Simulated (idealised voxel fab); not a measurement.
process module | voxel transistor to metal
Cross-sectional view cut (width: 205 nm; square cell size: 5 nm).
Square cells in a grid make up a cross-section in this document, and the grid is given as bands, listed from the top down, each one or more rows of cells.
Top, bottom (nm), then materials left to right with widths (nm); lone material tagged "everywhere" fills the whole band edge to edge; "blank" = empty space.
Heights from 0 (as-received wafer is one material below). Bottom band endless downward, as "0 down".
Note: "30 to 40" means the width goes from the first number (top row of the band) to the second number (bottom row) in equal steps per row of cells.
What does "no modification" mean for a step? It means no cell of the cross-section changed in that step.
Look at "Fully sealed cavities" for the closed voids: empty spaces with no open path to the top, sized 8 cells or up. Each is width x height at distance, distance from the left edge, all nm.
Whatever follows a step's settings on its line is a remark the simulator itself makes about that step.
A step line may carry the setting "overlay nm", which, for steps involving a mask, states the distance by which the mask lay to the right of its intended position; negative values denote displacement to the left.
### Process steps foreseen in the plan
| 1 | RECEIVE [material Si] |
| 2 | OXIDIZE [depth nm 5] |
| 3 | CONFORMAL_DEP [material SiN] [thk nm 15] |
| 4 | DIRECTIONAL_DEP [material aC] [thk nm 10] |
| 5 | PATTERN [tone cover] [mask id ACTIVE] [material resist] [width nm 105] [thk nm 30] [overlay nm 0] |
| 6 | DIRECTIONAL_ETCH [etch materials aC] [depth nm 10] |
| 7 | STRIP [etch materials resist] |
| 8 | DIRECTIONAL_ETCH [etch materials SiN] [depth nm 15] |
| 9 | DIRECTIONAL_ETCH [etch materials SiO2] [depth nm 5] |
| 10 | DIRECTIONAL_ETCH [etch materials Si] [depth nm 35] |
| 11 | STRIP [etch materials aC] |
| 12 | FILL_DEP [material SiO2] [thk nm 15] |
| 13 | CMP [height nm 15] |
| 14 | SELECTIVE_ETCH [etch materials SiO2] [depth nm 5] |
| 15 | STRIP [etch materials SiN] |
| 16 | SELECTIVE_ETCH [etch materials SiO2] [depth nm 5] |
| 17 | OXIDIZE [depth nm 5] |
| 18 | DIRECTIONAL_DEP [material polySi] [thk nm 25] |
| 19 | DIRECTIONAL_DEP [material SiCN] [thk nm 15] |
| 20 | MASKED_ETCH [tone cover] [mask id GATE] [width nm 25] [etch materials SiCN] [depth nm 25] [overlay nm 0] |
| 21 | MASKED_ETCH [tone cover] [mask id GATE] [width nm 25] [etch materials polySi] [depth nm 35] [overlay nm 0] |
| 22 | CONFORMAL_DEP [material SiN] [thk nm 5] |
| 23 | DIRECTIONAL_ETCH [etch materials SiN] [depth nm 5] |
| 24 | DIRECTIONAL_ETCH [etch materials SiO2] [depth nm 5] |
| 25 | EPI [material SiGe] [thk nm 5] |
| 26 | FILL_DEP [material SiO2] [thk nm 5] |
| 27 | CMP [height nm 35] |
| 28 | DIRECTIONAL_DEP [material SiO2] [thk nm 10] |
| 29 | MASKED_ETCH [tone open] [mask id CONTACT] [width nm 30] [pitch nm 65] [etch materials SiO2] [depth nm 50] [overlay nm 0] |
| 30 | CONFORMAL_DEP [material TiN] [thk nm 5] |
| 31 | FILL_DEP [material W] [thk nm 5] |
| 32 | CMP [height nm 45] |
| 33 | DIRECTIONAL_DEP [material TiN] [thk nm 5] |
| 34 | DIRECTIONAL_DEP [material W] [thk nm 25] |
| 35 | MASKED_ETCH [tone cover] [mask id METAL_1] [width nm 15] [pitch nm 80] [etch materials W] [depth nm 25] [overlay nm 0] |
| 36 | MASKED_ETCH [tone cover] [mask id METAL_1] [width nm 15] [pitch nm 80] [etch materials TiN] [depth nm 5] [overlay nm 0] |
| 37 | FILL_DEP [material lowk] [thk nm 5] |
| 38 | CMP [height nm 75] |
| 39 | CONFORMAL_DEP [material SiCN] [thk nm 5] |
| 40 | DIRECTIONAL_DEP [material lowk] [thk nm 25] |
| 41 | DIRECTIONAL_DEP [material aC] [thk nm 15] |
| 42 | PATTERN [tone open] [mask id METAL_2] [material resist] [width nm 15] [pitch nm 80] [thk nm 30] [overlay nm 0] |
| 43 | DIRECTIONAL_ETCH [etch materials aC] [depth nm 15] |
| 44 | STRIP [etch materials resist] |
| 45 | DIRECTIONAL_ETCH [etch materials lowk] [depth nm 15] |
| 46 | STRIP [etch materials aC] |
| 47 | DIRECTIONAL_DEP [material aC] [thk nm 10] |
| 48 | PATTERN [tone open] [mask id METAL_2_HOLES] [material resist] [width nm 15] [pitch nm 80] [thk nm 30] [overlay nm 0] |
| 49 | DIRECTIONAL_ETCH [etch materials aC] [depth nm 10] |
| 50 | STRIP [etch materials resist] |
| 51 | DIRECTIONAL_ETCH [etch materials lowk] [depth nm 10] |
| 52 | DIRECTIONAL_ETCH [etch materials SiCN] [depth nm 5] |
| 53 | STRIP [etch materials aC] |
| 54 | CONFORMAL_DEP [material TiN] [thk nm 5] |
| 55 | FILL_DEP [material Cu] [thk nm 5] |
| 56 | CMP [height nm 105] |
| 57 | CONFORMAL_DEP [material SiCN] [thk nm 5] |
### The first of the two wafers, which ran as planned
### This is the cross-section of the wafer as we received it, i.e. after step 1
0 down | Si everywhere
Fully sealed cavities: none
### Wafer xsec, post step 2
0 to -5 | SiO2 everywhere
No changes below -5.
### Wafer xsec, post step 3
15 to 0 | SiN everywhere
No changes below 0.
### Wafer xsec, post step 4
25 to 15 | aC everywhere
No changes below 15.
### Wafer xsec, post step 5
55 to 25 | blank=50; resist=105; blank=50
No changes below 25.
### Wafer xsec, post step 6
45 to 25 | blank=50; resist=105; blank=50
25 to 15 | blank=50; aC=105; blank=50
No changes below 15.
### Wafer xsec, post step 7
25 to 15 | blank=50; aC=105; blank=50
No changes below 15.
### Wafer xsec, post step 8
25 to 15 | blank=50; aC=105; blank=50
15 to 0 | blank=50; SiN=105; blank=50
No changes below 0.
### Wafer xsec, post step 9
25 to 15 | blank=50; aC=105; blank=50
15 to 0 | blank=50; SiN=105; blank=50
0 to -5 | blank=50; SiO2=105; blank=50
No changes below -5.
### Wafer xsec, post step 10
25 to 15 | blank=50; aC=105; blank=50
15 to 0 | blank=50; SiN=105; blank=50
0 to -5 | blank=50; SiO2=105; blank=50
-5 to -40 | blank=50; Si=105; blank=50
No changes below -40.
### Wafer xsec, post step 11
15 to 0 | blank=50; SiN=105; blank=50
No changes below 0.
### Wafer xsec, post step 12
30 to 15 | SiO2 everywhere
15 to 0 | SiO2=50; SiN=105; SiO2=50
0 to -5 | SiO2 everywhere
-5 to -40 | SiO2=50; Si=105; SiO2=50
No changes below -40.
### Wafer xsec, post step 13
15 to 0 | SiO2=50; SiN=105; SiO2=50
No changes below 0.
### Wafer xsec, post step 14
15 to 10 | blank=50; SiN=105; blank=50
No changes below 10.
### Wafer xsec, post step 15
10 to 0 | SiO2=50; blank=105; SiO2=50
No changes below 0.
### Wafer xsec, post step 16
5 to -5 | SiO2=45; blank=115; SiO2=45
No changes below -5.
### Wafer xsec, post step 17
5 to -5 | SiO2=45; blank=115; SiO2=45
-5 to -10 | SiO2 everywhere
No changes below -10.
### Wafer xsec, post step 18
30 to 20 | polySi=45; blank=115; polySi=45
20 to 5 | polySi everywhere
5 to -5 | SiO2=45; polySi=115; SiO2=45
No changes below -5.
### Wafer xsec, post step 19
45 to 35 | SiCN=45; blank=115; SiCN=45
35 to 30 | SiCN everywhere
30 to 20 | polySi=45; SiCN=115; polySi=45
No changes below 20.
### Wafer xsec, post step 20
35 to 30 | blank=90; SiCN=25; blank=90
30 to 20 | polySi=45; blank=45; SiCN=25; blank=45; polySi=45
No changes below 20.
### Wafer xsec, post step 21
35 to 20 | blank=90; SiCN=25; blank=90
20 to 5 | blank=90; polySi=25; blank=90
5 to -5 | SiO2=45; blank=45; polySi=25; blank=45; SiO2=45
No changes below -5.
### Wafer xsec, post step 22
40 to 35 | blank=85; SiN=35; blank=85
35 to 20 | blank=85; SiN=5; SiCN=25; SiN=5; blank=85
20 to 10 | blank=85; SiN=5; polySi=25; SiN=5; blank=85
10 to 5 | SiN=50; blank=35; SiN=5; polySi=25; SiN=5; blank=35; SiN=50
5 to 0 | SiO2=45; SiN=5; blank=35; SiN=5; polySi=25; SiN=5; blank=35; SiN=5; SiO2=45
0 to -5 | SiO2=45; SiN=45; polySi=25; SiN=45; SiO2=45
No changes below -5.
### Wafer xsec, post step 23
35 to 20 | blank=85; SiN=5; SiCN=25; SiN=5; blank=85
20 to 5 | blank=85; SiN=5; polySi=25; SiN=5; blank=85
5 to -5 | SiO2=45; SiN=5; blank=35; SiN=5; polySi=25; SiN=5; blank=35; SiN=5; SiO2=45
No changes below -5.
### Wafer xsec, post step 24
35 to 20 | blank=85; SiN=5; SiCN=25; SiN=5; blank=85
20 to 5 | blank=85; SiN=5; polySi=25; SiN=5; blank=85
5 to 0 | blank=45; SiN=5; blank=35; SiN=5; polySi=25; SiN=5; blank=35; SiN=5; blank=45
0 to -5 | SiO2=45; SiN=5; blank=35; SiN=5; polySi=25; SiN=5; blank=35; SiN=5; SiO2=45
-5 to -10 | SiO2=50; blank=35; SiO2=35; blank=35; SiO2=50
No changes below -10.
### Wafer xsec, post step 25
35 to 20 | blank=85; SiN=5; SiCN=25; SiN=5; blank=85
20 to 5 | blank=85; SiN=5; polySi=25; SiN=5; blank=85
5 to 0 | blank=45; SiN=5; blank=35; SiN=5; polySi=25; SiN=5; blank=35; SiN=5; blank=45
0 to -5 | SiO2=45; SiN=5; blank=35; SiN=5; polySi=25; SiN=5; blank=35; SiN=5; SiO2=45
-5 to -10 | SiO2=50; SiGe=35; SiO2=35; SiGe=35; SiO2=50
No changes below -10.
### Wafer xsec, post step 26
40 to 35 | SiO2 everywhere
35 to 20 | SiO2=85; SiN=5; SiCN=25; SiN=5; SiO2=85
20 to 5 | SiO2=85; SiN=5; polySi=25; SiN=5; SiO2=85
5 to -5 | SiO2=45; SiN=5; SiO2=35; SiN=5; polySi=25; SiN=5; SiO2=35; SiN=5; SiO2=45
No changes below -5.
### Wafer xsec, post step 27
35 to 20 | SiO2=85; SiN=5; SiCN=25; SiN=5; SiO2=85
No changes below 20.
### Wafer xsec, post step 28
45 to 35 | SiO2 everywhere
No changes below 35.
### Wafer xsec, post step 29
45 to 35 | SiO2=55; blank=30; SiO2=35; blank=30; SiO2=55
35 to 20 | SiO2=55; blank=30; SiN=5; SiCN=25; SiN=5; blank=30; SiO2=55
20 to 5 | SiO2=55; blank=30; SiN=5; polySi=25; SiN=5; blank=30; SiO2=55
5 to -5 | SiO2=45; SiN=5; SiO2=5; blank=30; SiN=5; polySi=25; SiN=5; blank=30; SiO2=5; SiN=5; SiO2=45
No changes below -5.
### Wafer xsec, post step 30
50 to 45 | TiN=60; blank=20; TiN=45; blank=20; TiN=60
45 to 35 | SiO2=55; TiN=5; blank=20; TiN=5; SiO2=35; TiN=5; blank=20; TiN=5; SiO2=55
35 to 20 | SiO2=55; TiN=5; blank=20; TiN=5; SiN=5; SiCN=25; SiN=5; TiN=5; blank=20; TiN=5; SiO2=55
20 to 5 | SiO2=55; TiN=5; blank=20; TiN=5; SiN=5; polySi=25; SiN=5; TiN=5; blank=20; TiN=5; SiO2=55
5 to 0 | SiO2=45; SiN=5; SiO2=5; TiN=5; blank=20; TiN=5; SiN=5; polySi=25; SiN=5; TiN=5; blank=20; TiN=5; SiO2=5; SiN=5; SiO2=45
0 to -5 | SiO2=45; SiN=5; SiO2=5; TiN=30; SiN=5; polySi=25; SiN=5; TiN=30; SiO2=5; SiN=5; SiO2=45
No changes below -5.
### Wafer xsec, post step 31
55 to 50 | W everywhere
50 to 45 | TiN=60; W=20; TiN=45; W=20; TiN=60
45 to 35 | SiO2=55; TiN=5; W=20; TiN=5; SiO2=35; TiN=5; W=20; TiN=5; SiO2=55
35 to 20 | SiO2=55; TiN=5; W=20; TiN=5; SiN=5; SiCN=25; SiN=5; TiN=5; W=20; TiN=5; SiO2=55
20 to 5 | SiO2=55; TiN=5; W=20; TiN=5; SiN=5; polySi=25; SiN=5; TiN=5; W=20; TiN=5; SiO2=55
5 to 0 | SiO2=45; SiN=5; SiO2=5; TiN=5; W=20; TiN=5; SiN=5; polySi=25; SiN=5; TiN=5; W=20; TiN=5; SiO2=5; SiN=5; SiO2=45
No changes below 0.
### Wafer xsec, post step 32
45 to 35 | SiO2=55; TiN=5; W=20; TiN=5; SiO2=35; TiN=5; W=20; TiN=5; SiO2=55
No changes below 35.
### Wafer xsec, post step 33
50 to 45 | TiN everywhere
No changes below 45.
### Wafer xsec, post step 34
75 to 50 | W everywhere
No changes below 50.
### Wafer xsec, post step 35
75 to 50 | blank=55; W=15; blank=65; W=15; blank=55
No changes below 50.
### Wafer xsec, post step 36
75 to 50 | blank=55; W=15; blank=65; W=15; blank=55
50 to 45 | blank=55; TiN=15; blank=65; TiN=15; blank=55
No changes below 45.
### Wafer xsec, post step 37
80 to 75 | lowk everywhere
75 to 50 | lowk=55; W=15; lowk=65; W=15; lowk=55
50 to 45 | lowk=55; TiN=15; lowk=65; TiN=15; lowk=55
No changes below 45.
### Wafer xsec, post step 38
75 to 50 | lowk=55; W=15; lowk=65; W=15; lowk=55
No changes below 50.
### Wafer xsec, post step 39
80 to 75 | SiCN everywhere
No changes below 75.
### Wafer xsec, post step 40
105 to 80 | lowk everywhere
No changes below 80.
### Wafer xsec, post step 41
120 to 105 | aC everywhere
No changes below 105.
### Wafer xsec, post step 42
150 to 120 | resist=55; blank=15; resist=65; blank=15; resist=55
No changes below 120.
### Wafer xsec, post step 43
135 to 120 | resist=55; blank=15; resist=65; blank=15; resist=55
120 to 105 | aC=55; blank=15; aC=65; blank=15; aC=55
No changes below 105.
### Wafer xsec, post step 44
120 to 105 | aC=55; blank=15; aC=65; blank=15; aC=55
No changes below 105.
### Wafer xsec, post step 45
120 to 105 | aC=55; blank=15; aC=65; blank=15; aC=55
105 to 90 | lowk=55; blank=15; lowk=65; blank=15; lowk=55
No changes below 90.
### Wafer xsec, post step 46
105 to 90 | lowk=55; blank=15; lowk=65; blank=15; lowk=55
No changes below 90.
### Wafer xsec, post step 47
115 to 105 | aC=55; blank=15; aC=65; blank=15; aC=55
105 to 100 | lowk=55; blank=15; lowk=65; blank=15; lowk=55
100 to 90 | lowk=55; aC=15; lowk=65; aC=15; lowk=55
No changes below 90.
### Wafer xsec, post step 48
145 to 115 | resist=55; blank=15; resist=65; blank=15; resist=55
No changes below 115.
### Wafer xsec, post step 49
135 to 115 | resist=55; blank=15; resist=65; blank=15; resist=55
115 to 105 | aC=55; blank=15; aC=65; blank=15; aC=55
105 to 90 | lowk=55; blank=15; lowk=65; blank=15; lowk=55
No changes below 90.
### Wafer xsec, post step 50
115 to 105 | aC=55; blank=15; aC=65; blank=15; aC=55
No changes below 105.
### Wafer xsec, post step 51
115 to 105 | aC=55; blank=15; aC=65; blank=15; aC=55
105 to 80 | lowk=55; blank=15; lowk=65; blank=15; lowk=55
No changes below 80.
### Wafer xsec, post step 52
115 to 105 | aC=55; blank=15; aC=65; blank=15; aC=55
105 to 80 | lowk=55; blank=15; lowk=65; blank=15; lowk=55
80 to 75 | SiCN=55; blank=15; SiCN=65; blank=15; SiCN=55
No changes below 75.
### Wafer xsec, post step 53
105 to 80 | lowk=55; blank=15; lowk=65; blank=15; lowk=55
No changes below 80.
### Wafer xsec, post step 54
110 to 105 | TiN=60; blank=5; TiN=75; blank=5; TiN=60
105 to 80 | lowk=55; TiN=5; blank=5; TiN=5; lowk=65; TiN=5; blank=5; TiN=5; lowk=55
80 to 75 | SiCN=55; TiN=15; SiCN=65; TiN=15; SiCN=55
No changes below 75.
### Wafer xsec, post step 55
115 to 110 | Cu everywhere
110 to 105 | TiN=60; Cu=5; TiN=75; Cu=5; TiN=60
105 to 80 | lowk=55; TiN=5; Cu=5; TiN=5; lowk=65; TiN=5; Cu=5; TiN=5; lowk=55
No changes below 80.
### Wafer xsec, post step 56
105 to 80 | lowk=55; TiN=5; Cu=5; TiN=5; lowk=65; TiN=5; Cu=5; TiN=5; lowk=55
No changes below 80.
### Wafer xsec, post step 57
110 to 105 | SiCN everywhere
No changes below 105.
### Okay, second wafer. Nothing different at the start, nothing different in the plan, just one mistake somewhere in the running. As far as step 14, counting that step, it's the first wafer all over again
### Second wafer, cut view, end of step 15 per plan
15 to 5 | blank=50; SiN=105; blank=50
No changes below 5.
### Second wafer, cut view, end of step 16 per plan
5 to 0 | SiO2=50; blank=105; SiO2=50
No changes below 0.
Second wafer, cut view, end of step 17 per plan: no modification
### Second wafer, cut view, end of step 18 per plan
30 to 25 | polySi=50; blank=105; polySi=50
25 to 5 | polySi everywhere
5 to 0 | SiO2=50; polySi=105; SiO2=50
No changes below 0.
### Second wafer, cut view, end of step 19 per plan
45 to 40 | SiCN=50; blank=105; SiCN=50
40 to 30 | SiCN everywhere
30 to 25 | polySi=50; SiCN=105; polySi=50
No changes below 25.
### Second wafer, cut view, end of step 20 per plan
40 to 30 | blank=90; SiCN=25; blank=90
30 to 25 | polySi=50; blank=40; SiCN=25; blank=40; polySi=50
No changes below 25.
### Second wafer, cut view, end of step 21 per plan
40 to 25 | blank=90; SiCN=25; blank=90
25 to 5 | blank=90; polySi=25; blank=90
5 to 0 | SiO2=50; blank=40; polySi=25; blank=40; SiO2=50
No changes below 0.
### Second wafer, cut view, end of step 22 per plan
45 to 40 | blank=85; SiN=35; blank=85
40 to 25 | blank=85; SiN=5; SiCN=25; SiN=5; blank=85
25 to 10 | blank=85; SiN=5; polySi=25; SiN=5; blank=85
10 to 5 | SiN=55; blank=30; SiN=5; polySi=25; SiN=5; blank=30; SiN=55
5 to 0 | SiO2=50; SiN=40; polySi=25; SiN=40; SiO2=50
No changes below 0.
### Second wafer, cut view, end of step 23 per plan
40 to 25 | blank=85; SiN=5; SiCN=25; SiN=5; blank=85
25 to 5 | blank=85; SiN=5; polySi=25; SiN=5; blank=85
5 to 0 | SiO2=50; SiN=5; blank=30; SiN=5; polySi=25; SiN=5; blank=30; SiN=5; SiO2=50
No changes below 0.
### Second wafer, cut view, end of step 24 per plan
40 to 25 | blank=85; SiN=5; SiCN=25; SiN=5; blank=85
25 to 5 | blank=85; SiN=5; polySi=25; SiN=5; blank=85
5 to 0 | blank=50; SiN=5; blank=30; SiN=5; polySi=25; SiN=5; blank=30; SiN=5; blank=50
0 to -5 | SiO2=55; blank=30; SiO2=35; blank=30; SiO2=55
No changes below -5.
### Second wafer, cut view, end of step 25 per plan
40 to 25 | blank=85; SiN=5; SiCN=25; SiN=5; blank=85
25 to 5 | blank=85; SiN=5; polySi=25; SiN=5; blank=85
5 to 0 | blank=50; SiN=5; blank=30; SiN=5; polySi=25; SiN=5; blank=30; SiN=5; blank=50
0 to -5 | SiO2=55; SiGe=30; SiO2=35; SiGe=30; SiO2=55
No changes below -5.
### Second wafer, cut view, end of step 26 per plan
45 to 40 | SiO2 everywhere
40 to 25 | SiO2=85; SiN=5; SiCN=25; SiN=5; SiO2=85
25 to 5 | SiO2=85; SiN=5; polySi=25; SiN=5; SiO2=85
5 to 0 | SiO2=50; SiN=5; SiO2=30; SiN=5; polySi=25; SiN=5; SiO2=30; SiN=5; SiO2=50
No changes below 0.
### Second wafer, cut view, end of step 27 per plan
35 to 25 | SiO2=85; SiN=5; SiCN=25; SiN=5; SiO2=85
No changes below 25.
### Second wafer, cut view, end of step 28 per plan
45 to 35 | SiO2 everywhere
No changes below 35.
### Second wafer, cut view, end of step 29 per plan
45 to 35 | SiO2=55; blank=30; SiO2=35; blank=30; SiO2=55
35 to 25 | SiO2=55; blank=30; SiN=5; SiCN=25; SiN=5; blank=30; SiO2=55
25 to 5 | SiO2=55; blank=30; SiN=5; polySi=25; SiN=5; blank=30; SiO2=55
5 to 0 | SiO2=50; SiN=5; blank=30; SiN=5; polySi=25; SiN=5; blank=30; SiN=5; SiO2=50
No changes below 0.
### Second wafer, cut view, end of step 30 per plan
50 to 45 | TiN=60; blank=20; TiN=45; blank=20; TiN=60
45 to 35 | SiO2=55; TiN=5; blank=20; TiN=5; SiO2=35; TiN=5; blank=20; TiN=5; SiO2=55
35 to 25 | SiO2=55; TiN=5; blank=20; TiN=5; SiN=5; SiCN=25; SiN=5; TiN=5; blank=20; TiN=5; SiO2=55
25 to 5 | SiO2=55; TiN=5; blank=20; TiN=5; SiN=5; polySi=25; SiN=5; TiN=5; blank=20; TiN=5; SiO2=55
5 to 0 | SiO2=50; SiN=5; TiN=30; SiN=5; polySi=25; SiN=5; TiN=30; SiN=5; SiO2=50
No changes below 0.
### Second wafer, cut view, end of step 31 per plan
55 to 50 | W everywhere
50 to 45 | TiN=60; W=20; TiN=45; W=20; TiN=60
45 to 35 | SiO2=55; TiN=5; W=20; TiN=5; SiO2=35; TiN=5; W=20; TiN=5; SiO2=55
35 to 25 | SiO2=55; TiN=5; W=20; TiN=5; SiN=5; SiCN=25; SiN=5; TiN=5; W=20; TiN=5; SiO2=55
25 to 5 | SiO2=55; TiN=5; W=20; TiN=5; SiN=5; polySi=25; SiN=5; TiN=5; W=20; TiN=5; SiO2=55
No changes below 5.
### Second wafer, cut view, end of step 32 per plan
45 to 35 | SiO2=55; TiN=5; W=20; TiN=5; SiO2=35; TiN=5; W=20; TiN=5; SiO2=55
No changes below 35.
### Second wafer, cut view, end of step 33 per plan
50 to 45 | TiN everywhere
No changes below 45.
### Second wafer, cut view, end of step 34 per plan
75 to 50 | W everywhere
No changes below 50.
### Second wafer, cut view, end of step 35 per plan
75 to 50 | blank=55; W=15; blank=65; W=15; blank=55
No changes below 50.
### Second wafer, cut view, end of step 36 per plan
75 to 50 | blank=55; W=15; blank=65; W=15; blank=55
50 to 45 | blank=55; TiN=15; blank=65; TiN=15; blank=55
No changes below 45.
### Second wafer, cut view, end of step 37 per plan
80 to 75 | lowk everywhere
75 to 50 | lowk=55; W=15; lowk=65; W=15; lowk=55
50 to 45 | lowk=55; TiN=15; lowk=65; TiN=15; lowk=55
No changes below 45.
### Second wafer, cut view, end of step 38 per plan
75 to 50 | lowk=55; W=15; lowk=65; W=15; lowk=55
No changes below 50.
### Second wafer, cut view, end of step 39 per plan
80 to 75 | SiCN everywhere
No changes below 75.
### Second wafer, cut view, end of step 40 per plan
105 to 80 | lowk everywhere
No changes below 80.
### Second wafer, cut view, end of step 41 per plan
120 to 105 | aC everywhere
No changes below 105.
### Second wafer, cut view, end of step 42 per plan
150 to 120 | resist=55; blank=15; resist=65; blank=15; resist=55
No changes below 120.
### Second wafer, cut view, end of step 43 per plan
135 to 120 | resist=55; blank=15; resist=65; blank=15; resist=55
120 to 105 | aC=55; blank=15; aC=65; blank=15; aC=55
No changes below 105.
### Second wafer, cut view, end of step 44 per plan
120 to 105 | aC=55; blank=15; aC=65; blank=15; aC=55
No changes below 105.
### Second wafer, cut view, end of step 45 per plan
120 to 105 | aC=55; blank=15; aC=65; blank=15; aC=55
105 to 90 | lowk=55; blank=15; lowk=65; blank=15; lowk=55
No changes below 90.
### Second wafer, cut view, end of step 46 per plan
105 to 90 | lowk=55; blank=15; lowk=65; blank=15; lowk=55
No changes below 90.
### Second wafer, cut view, end of step 47 per plan
115 to 105 | aC=55; blank=15; aC=65; blank=15; aC=55
105 to 100 | lowk=55; blank=15; lowk=65; blank=15; lowk=55
100 to 90 | lowk=55; aC=15; lowk=65; aC=15; lowk=55
No changes below 90.
### Second wafer, cut view, end of step 48 per plan
145 to 115 | resist=55; blank=15; resist=65; blank=15; resist=55
No changes below 115.
### Second wafer, cut view, end of step 49 per plan
135 to 115 | resist=55; blank=15; resist=65; blank=15; resist=55
115 to 105 | aC=55; blank=15; aC=65; blank=15; aC=55
105 to 90 | lowk=55; blank=15; lowk=65; blank=15; lowk=55
No changes below 90.
### Second wafer, cut view, end of step 50 per plan
115 to 105 | aC=55; blank=15; aC=65; blank=15; aC=55
No changes below 105.
### Second wafer, cut view, end of step 51 per plan
115 to 105 | aC=55; blank=15; aC=65; blank=15; aC=55
105 to 80 | lowk=55; blank=15; lowk=65; blank=15; lowk=55
No changes below 80.
### Second wafer, cut view, end of step 52 per plan
115 to 105 | aC=55; blank=15; aC=65; blank=15; aC=55
105 to 80 | lowk=55; blank=15; lowk=65; blank=15; lowk=55
80 to 75 | SiCN=55; blank=15; SiCN=65; blank=15; SiCN=55
No changes below 75.
### Second wafer, cut view, end of step 53 per plan
105 to 80 | lowk=55; blank=15; lowk=65; blank=15; lowk=55
No changes below 80.
### Second wafer, cut view, end of step 54 per plan
110 to 105 | TiN=60; blank=5; TiN=75; blank=5; TiN=60
105 to 80 | lowk=55; TiN=5; blank=5; TiN=5; lowk=65; TiN=5; blank=5; TiN=5; lowk=55
80 to 75 | SiCN=55; TiN=15; SiCN=65; TiN=15; SiCN=55
No changes below 75.
### Second wafer, cut view, end of step 55 per plan
115 to 110 | Cu everywhere
110 to 105 | TiN=60; Cu=5; TiN=75; Cu=5; TiN=60
105 to 80 | lowk=55; TiN=5; Cu=5; TiN=5; lowk=65; TiN=5; Cu=5; TiN=5; lowk=55
No changes below 80.
### Second wafer, cut view, end of step 56 per plan
105 to 80 | lowk=55; TiN=5; Cu=5; TiN=5; lowk=65; TiN=5; Cu=5; TiN=5; lowk=55
No changes below 80.
### Second wafer, cut view, end of step 57 per plan
110 to 105 | SiCN everywhere
No changes below 105.
Heads up, the wafer didn't run the way we planned it: the intended sequence of steps 15 and 16 was reversed during processing, with each occupying the position of the other
at the end the second wafer has, in cells: Si: 21 more, SiCN: 5 fewer, SiGe: 2 fewer, SiN: 4 fewer, SiO2: 2 more, TiN: 4 fewer, W: 8 fewer
